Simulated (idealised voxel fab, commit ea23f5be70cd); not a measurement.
voxel tone inversion: a process module
Cross-section cut: width 210 nm, square cells of 5 nm.
Notation: cross-section as square-cell grid; stated in bands, top first, going down; one or more cell rows per band.
What a band's entry tells you: where the top is and where the bottom is, as heights in nm, and after that what lies inside, material by material from left to right, each with its width in nm. Empty space is written as the word "air", and a single material marked with the word "everywhere" occupies the band from edge to edge.
Ref level 0: as-received wafer is one material below here. Bottom band extends down with no lower bound ("z 0 and below").
So if you see something like "30..40" for the width, read it as the top row of the band sitting at the first number and the bottom row at the second, with every row in between moving by the same amount as the last.
"remains unaltered" after a step means that no cell of the cross-section changed.
What "Closed void inventory" gives you is every empty space of 8 cells or more that is cut off from the top. Each appears as width x height at distance, with the distance taken from the left edge and width, height and distance all in nm.
The remark found on a step's line after its settings is issued by the simulator itself and pertains to that step.
The optional step-line setting "overlay nm" applies to steps with a mask and quantifies how far to the right of its planned location the mask lay, a negative value indicating leftward placement.

Listed below are the process steps as planned
1) RECEIVE with material Si
2) CONFORMAL_DEP with material SiCN, thk nm 5
3) DIRECTIONAL_DEP with material aC, thk nm 20
4) PATTERN with tone cover, mask id POSTS, material resist, width nm 15, pitch nm 45, thk nm 30, overlay nm 0
5) DIRECTIONAL_ETCH with etch materials aC, depth nm 20
6) STRIP with etch materials resist
7) FILL_DEP with material SiO2, thk nm 5
8) CMP with height nm 25
9) STRIP with etch materials aC

First of the two wafers, run per plan

Shown in cross-section is the wafer as received, that is, as it stands after step 1
	z 0 and below = Si everywhere
	Closed void inventory: none

Take a look at the wafer's cross-section after step 2
	z 5 to 0 = SiCN everywhere
	Below a height of 0, the structure has not been altered.

Take a look at the wafer's cross-section after step 3
	z 25 to 5 = aC everywhere
	Below a height of 5, the structure has not been altered.

Take a look at the wafer's cross-section after step 4
	z 55 to 25 = air=75  resist=15  air=30  resist=15  air=75
	Below a height of 25, the structure has not been altered.

Take a look at the wafer's cross-section after step 5
	z 35 to 25 = air=75  resist=15  air=30  resist=15  air=75
	z 25 to 5 = air=75  aC=15  air=30  aC=15  air=75
	Below a height of 5, the structure has not been altered.

Take a look at the wafer's cross-section after step 6
	z 25 to 5 = air=75  aC=15  air=30  aC=15  air=75
	Below a height of 5, the structure has not been altered.

Take a look at the wafer's cross-section after step 7
	z 30 to 25 = SiO2 everywhere
	z 25 to 5 = SiO2=75  aC=15  SiO2=30  aC=15  SiO2=75
	Below a height of 5, the structure has not been altered.

Take a look at the wafer's cross-section after step 8
	z 25 to 5 = SiO2=75  aC=15  SiO2=30  aC=15  SiO2=75
	Below a height of 5, the structure has not been altered.

Take a look at the wafer's cross-section after step 9
	z 25 to 5 = SiO2=75  air=15  SiO2=30  air=15  SiO2=75
	Below a height of 5, the structure has not been altered.

The second wafer was prepared from the same starting point and under the same plan as the first; its processing contained one mistake, and it remains indistinguishable from the first wafer up to and including step 3

Second wafer, section view, time point: scheduled end of step 4
	z 55 to 25 = air=70  resist=15  air=30  resist=15  air=80
	Below a height of 25, the structure has not been altered.

Second wafer, section view, time point: scheduled end of step 5
	z 35 to 25 = air=70  resist=15  air=30  resist=15  air=80
	z 25 to 5 = air=70  aC=15  air=30  aC=15  air=80
	Below a height of 5, the structure has not been altered.

Second wafer, section view, time point: scheduled end of step 6
	z 25 to 5 = air=70  aC=15  air=30  aC=15  air=80
	Below a height of 5, the structure has not been altered.

Second wafer, section view, time point: scheduled end of step 7
	z 30 to 25 = SiO2 everywhere
	z 25 to 5 = SiO2=70  aC=15  SiO2=30  aC=15  SiO2=80
	Below a height of 5, the structure has not been altered.

Second wafer, section view, time point: scheduled end of step 8
	z 25 to 5 = SiO2=70  aC=15  SiO2=30  aC=15  SiO2=80
	Below a height of 5, the structure has not been altered.

Second wafer, section view, time point: scheduled end of step 9
	z 25 to 5 = SiO2=70  air=15  SiO2=30  air=15  SiO2=80
	Below a height of 5, the structure has not been altered.
Short version of what went wrong: contrary to plan, step 4 was performed as PATTERN with tone cover, mask id POSTS, material resist, width nm 15, pitch nm 45, thk nm 30, overlay nm -5
Cell counts per material: same on both final wafers. Positions: different.
